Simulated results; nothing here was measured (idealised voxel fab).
This is a process module. Its name is voxel self aligned vias.
The cross-section on display is named cut; it measures 270 nm wide, and its cells are 5 nm squares.
In what follows, cross-sections appear as grids of square cells, described through bands that run from the top down, where every band is one or more rows of cells.
A band entry consists of two parts. The first gives the height of the band's top and the height of its bottom, in nm. The rest lists the band's materials from left to right, each with its width in nm. A single material labelled with the word "throughout" fills the band from edge to edge, and the word "empty" marks empty space.
Heads up on the height convention: 0 is the point under which the incoming wafer is all one material, and the lowest band has no bottom, it just keeps going down, like "0 nm and below".
Read "30->40" as a graded width: first number on top, second number at the bottom, same change between each pair of neighbouring rows.
You'll sometimes find "same as before" written for a step, and that's the way of saying that nowhere in the cross-section did a cell change during that step.
For the entry "Cavities, sealed", the listed items are empty spaces with no open way to the top whose size is 8 cells or more; each item follows the pattern width x height at distance, where distance is from the left edge and all three are in nm.
Anything after a step's settings on that line? It's the simulator's own note about the step.
The setting "overlay nm" may be written on the line of a step. When the step uses a mask, the value reports how far to the right of the planned place the mask lay, and a negative value reports that it lay to the left.
[Planned process steps]
1 op RECEIVE | material Si
2 op CONFORMAL_DEP | material SiO2 | thk nm 15
3 op CONFORMAL_DEP | material SiCN | thk nm 5
4 op DIRECTIONAL_DEP | material SiO2 | thk nm 25
5 op DIRECTIONAL_DEP | material aC | thk nm 15
6 op PATTERN | tone open | mask id LINES | material resist | width nm 25 | pitch nm 65 | thk nm 35 | overlay nm 0
7 op DIRECTIONAL_ETCH | etch materials aC | depth nm 15
8 op STRIP | etch materials resist
9 op DIRECTIONAL_ETCH | etch materials SiO2 | depth nm 25
10 op STRIP | etch materials aC
11 op CONFORMAL_DEP | material TiN | thk nm 5
12 op FILL_DEP | material W | thk nm 10
13 op CMP | height nm 45
14 op SELECTIVE_ETCH | etch materials W Ru TiN | depth nm 10
15 op FILL_DEP | material SiN | thk nm 10
16 op CMP | height nm 45
17 op DIRECTIONAL_DEP | material SiO2 | thk nm 20
18 op DIRECTIONAL_DEP | material aC | thk nm 15
19 op PATTERN | tone open | mask id VIAS | material resist | width nm 25 | pitch nm 65 | thk nm 35 | overlay nm 0
20 op DIRECTIONAL_ETCH | etch materials aC | depth nm 15
21 op STRIP | etch materials resist
22 op DIRECTIONAL_ETCH | etch materials SiO2 | depth nm 20
23 op DIRECTIONAL_ETCH | etch materials SiN | depth nm 10
24 op STRIP | etch materials aC
25 op CONFORMAL_DEP | material TiN | thk nm 5
26 op FILL_DEP | material W | thk nm 10
27 op CMP | height nm 65
28 op CONFORMAL_DEP | material SiN | thk nm 5
Where the wafers of this document differ is in the width nm of step 19; they start out the same, and the plan states the value that applied to the first wafer.
[As-received state after step 1, first of several wafers, cross-section]
0 nm and below: Si throughout
Cavities, sealed: none
[Quick look at the cross-section of the first of several wafers after step 28, which wraps up the module]
70 nm to 65 nm: SiN throughout
65 nm to 40 nm: 90 nm SiO2 / 5 nm TiN / 15 nm W / 5 nm TiN / 40 nm SiO2 / 5 nm TiN / 15 nm W / 5 nm TiN / 90 nm SiO2
40 nm to 35 nm: 90 nm SiO2 / 25 nm TiN / 40 nm SiO2 / 25 nm TiN / 90 nm SiO2
35 nm to 25 nm: 90 nm SiO2 / 5 nm TiN / 15 nm W / 5 nm TiN / 40 nm SiO2 / 5 nm TiN / 15 nm W / 5 nm TiN / 90 nm SiO2
25 nm to 20 nm: 90 nm SiO2 / 25 nm TiN / 40 nm SiO2 / 25 nm TiN / 90 nm SiO2
20 nm to 15 nm: SiCN throughout
15 nm to 0 nm: SiO2 throughout
0 nm and below: Si throughout
Cavities, sealed: none
[Cross-section, module end, final of several wafers]
70 nm to 65 nm: SiN throughout
65 nm to 50 nm: 80 nm SiO2 / 5 nm TiN / 40 nm W / 5 nm TiN / 15 nm SiO2 / 5 nm TiN / 40 nm W / 5 nm TiN / 75 nm SiO2
50 nm to 40 nm: 80->90 nm SiO2 / 15->5 nm TiN / 15 nm W / 20->5 nm TiN / 15->40 nm SiO2 / 15->5 nm TiN / 15 nm W / 20->5 nm TiN / 75->90 nm SiO2
40 nm to 35 nm: 90 nm SiO2 / 25 nm TiN / 40 nm SiO2 / 25 nm TiN / 90 nm SiO2
35 nm to 25 nm: 90 nm SiO2 / 5 nm TiN / 15 nm W / 5 nm TiN / 40 nm SiO2 / 5 nm TiN / 15 nm W / 5 nm TiN / 90 nm SiO2
25 nm to 20 nm: 90 nm SiO2 / 25 nm TiN / 40 nm SiO2 / 25 nm TiN / 90 nm SiO2
20 nm to 15 nm: SiCN throughout
15 nm to 0 nm: SiO2 throughout
0 nm and below: Si throughout
Cavities, sealed: none
[End of module, by wafer: material-by-material cell gain (+) or loss (-) since receipt, then closed voids]
width nm 25 | +54 SiCN | +54 SiN | +558 SiO2 | +48 TiN | +42 W | Cavities, sealed: none
width nm 30 | +54 SiCN | +54 SiN | +550 SiO2 | +50 TiN | +48 W | Cavities, sealed: none
width nm 35 | +54 SiCN | +54 SiN | +542 SiO2 | +52 TiN | +54 W | Cavities, sealed: none
width nm 40 | +54 SiCN | +54 SiN | +534 SiO2 | +54 TiN | +60 W | Cavities, sealed: none
width nm 45 | +54 SiCN | +54 SiN | +526 SiO2 | +56 TiN | +66 W | Cavities, sealed: none
width nm 50 | +54 SiCN | +54 SiN | +518 SiO2 | +58 TiN | +72 W | Cavities, sealed: none
